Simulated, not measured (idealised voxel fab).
Proc. module: voxel transistor to metal
For reference, the cross-section in this document is cut, with width 200 nm and square cells of 5 nm.
Throughout this document, each cross-section is represented as a grid of square cells and is presented as a sequence of bands enumerated from the top downward, where a band comprises one or more rows of cells. It is stipulated that each band's entry specify, in nanometres, the height of the top of the band and then that of its bottom, followed by the materials of the band in left-to-right sequence, each together with its width in nanometres. A single material marked by the word "all across" is understood to fill the band from edge to edge; the word "blank" is understood to denote empty space. Height reference: 0 = level under which incoming wafer is all one material. Lowest band: no bottom, runs on downward, e.g. "0 and below". Graded width ("30..40"): value in top row of band = first number; value in bottom row = second number; row-to-row change constant. "nothing different", as given for a step, is the statement that not any cell of the cross-section underwent a change during that step. Enclosed internal cavities: empty space of 8 cells or more with no open way to the top, each as width x height at its distance from the left edge, in nm. after a step's settings: what the simulator itself notes on the step. Each step line may optionally specify "overlay nm", which for a step with a mask gives the rightward distance between the mask's planned place and where it lay, a negative value indicating the leftward direction.

### plan
- 1: RECEIVE | material Si
- 2: CONFORMAL_DEP | material SiO2 | thk nm 5
- 3: CONFORMAL_DEP | material SiN | thk nm 15
- 4: PATTERN | tone cover | mask id ACTIVE | material resist | width nm 105 | thk nm 15 | overlay nm 0
- 5: DIRECTIONAL_ETCH | etch materials SiN | depth nm 15
- 6: DIRECTIONAL_ETCH | etch materials SiO2 | depth nm 5
- 7: DIRECTIONAL_ETCH | etch materials Si | depth nm 35
- 8: STRIP | etch materials resist
- 9: OXIDIZE | depth nm 5
- 10: FILL_DEP | material SiO2 | thk nm 5
- 11: CMP | height nm 20
- 12: SELECTIVE_ETCH | etch materials SiO2 | depth nm 15
- 13: STRIP | etch materials SiN
- 14: SELECTIVE_ETCH | etch materials SiO2 | depth nm 5
- 15: OXIDIZE | depth nm 5
- 16: DIRECTIONAL_DEP | material polySi | thk nm 30
- 17: DIRECTIONAL_DEP | material SiCN | thk nm 15
- 18: DIRECTIONAL_DEP | material aC | thk nm 15
- 19: PATTERN | tone cover | mask id GATE | material resist | width nm 15 | thk nm 30 | overlay nm 0
- 20: DIRECTIONAL_ETCH | etch materials aC | depth nm 15
- 21: STRIP | etch materials resist
- 22: DIRECTIONAL_ETCH | etch materials SiCN | depth nm 25
- 23: DIRECTIONAL_ETCH | etch materials polySi | depth nm 40
- 24: STRIP | etch materials aC
- 25: CONFORMAL_DEP | material SiN | thk nm 10
- 26: DIRECTIONAL_ETCH | etch materials SiN | depth nm 10
- 27: DIRECTIONAL_ETCH | etch materials SiO2 | depth nm 5
- 28: DIRECTIONAL_ETCH | etch materials Si | depth nm 10
- 29: EPI | material pSi | thk nm 15
- 30: FILL_DEP | material SiO2 | thk nm 5
- 31: CMP | height nm 45
- 32: DIRECTIONAL_DEP | material SiO2 | thk nm 10
- 33: MASKED_ETCH | tone open | mask id CONTACT | width nm 20 | pitch nm 75 | etch materials SiO2 | depth nm 55 | overlay nm 0
- 34: CONFORMAL_DEP | material TiN | thk nm 5
- 35: FILL_DEP | material Ru | thk nm 10
- 36: CMP | height nm 55
- 37: CONFORMAL_DEP | material SiCN | thk nm 5
- 38: DIRECTIONAL_DEP | material SiO2 | thk nm 20
- 39: MASKED_ETCH | tone open | mask id METAL_1 | width nm 20 | pitch nm 75 | etch materials SiO2 | depth nm 20 | overlay nm 0
- 40: MASKED_ETCH | tone open | mask id METAL_1 | width nm 15 | pitch nm 75 | etch materials SiCN | depth nm 5 | overlay nm 0
- 41: CONFORMAL_DEP | material TiN | thk nm 5
- 42: FILL_DEP | material Cu | thk nm 5
- 43: CMP | height nm 80
- 44: CONFORMAL_DEP | material SiCN | thk nm 5
- 45: DIRECTIONAL_DEP | material lowk | thk nm 35
- 46: PATTERN | tone open | mask id METAL_2 | material resist | width nm 20 | pitch nm 75 | thk nm 15 | overlay nm 0
- 47: DIRECTIONAL_ETCH | etch materials lowk | depth nm 20
- 48: STRIP | etch materials resist
- 49: MASKED_ETCH | tone open | mask id METAL_2_HOLES | width nm 15 | pitch nm 75 | etch materials lowk | depth nm 15 | overlay nm 0
- 50: MASKED_ETCH | tone open | mask id METAL_2_HOLES | width nm 15 | pitch nm 75 | etch materials SiCN | depth nm 5 | overlay nm 0
- 51: CONFORMAL_DEP | material TiN | thk nm 5
- 52: FILL_DEP | material Ru | thk nm 5
- 53: CMP | height nm 120
- 54: CONFORMAL_DEP | material SiN | thk nm 5
The wafers are alike at the start. At step 40, their width nm differs. The plan lists the first wafer's value.

### Cross-section, first of several wafers, as delivered after step 1
	0 and below  Si all across
	Enclosed internal cavities: none

### Note: the following table is arranged by wafer, a row apiece. Each row reports the end-of-module state: per material, cells gained (+) or cells lost (-) compared with the wafer as received; closed voids follow
width nm 15; +14 Cu; +56 Ru; -211 Si; +77 SiCN; +76 SiN; +582 SiO2; +108 TiN; +230 lowk; +50 pSi; +18 polySi; Enclosed internal cavities: none
width nm 20; +16 Cu; +56 Ru; -211 Si; +75 SiCN; +76 SiN; +582 SiO2; +108 TiN; +230 lowk; +50 pSi; +18 polySi; Enclosed internal cavities: none
width nm 25; +16 Cu; +56 Ru; -211 Si; +75 SiCN; +76 SiN; +582 SiO2; +108 TiN; +230 lowk; +50 pSi; +18 polySi; Enclosed internal cavities: none
width nm 30; +16 Cu; +56 Ru; -211 Si; +75 SiCN; +76 SiN; +582 SiO2; +108 TiN; +230 lowk; +50 pSi; +18 polySi; Enclosed internal cavities: none
width nm 35; +16 Cu; +56 Ru; -211 Si; +75 SiCN; +76 SiN; +582 SiO2; +108 TiN; +230 lowk; +50 pSi; +18 polySi; Enclosed internal cavities: none
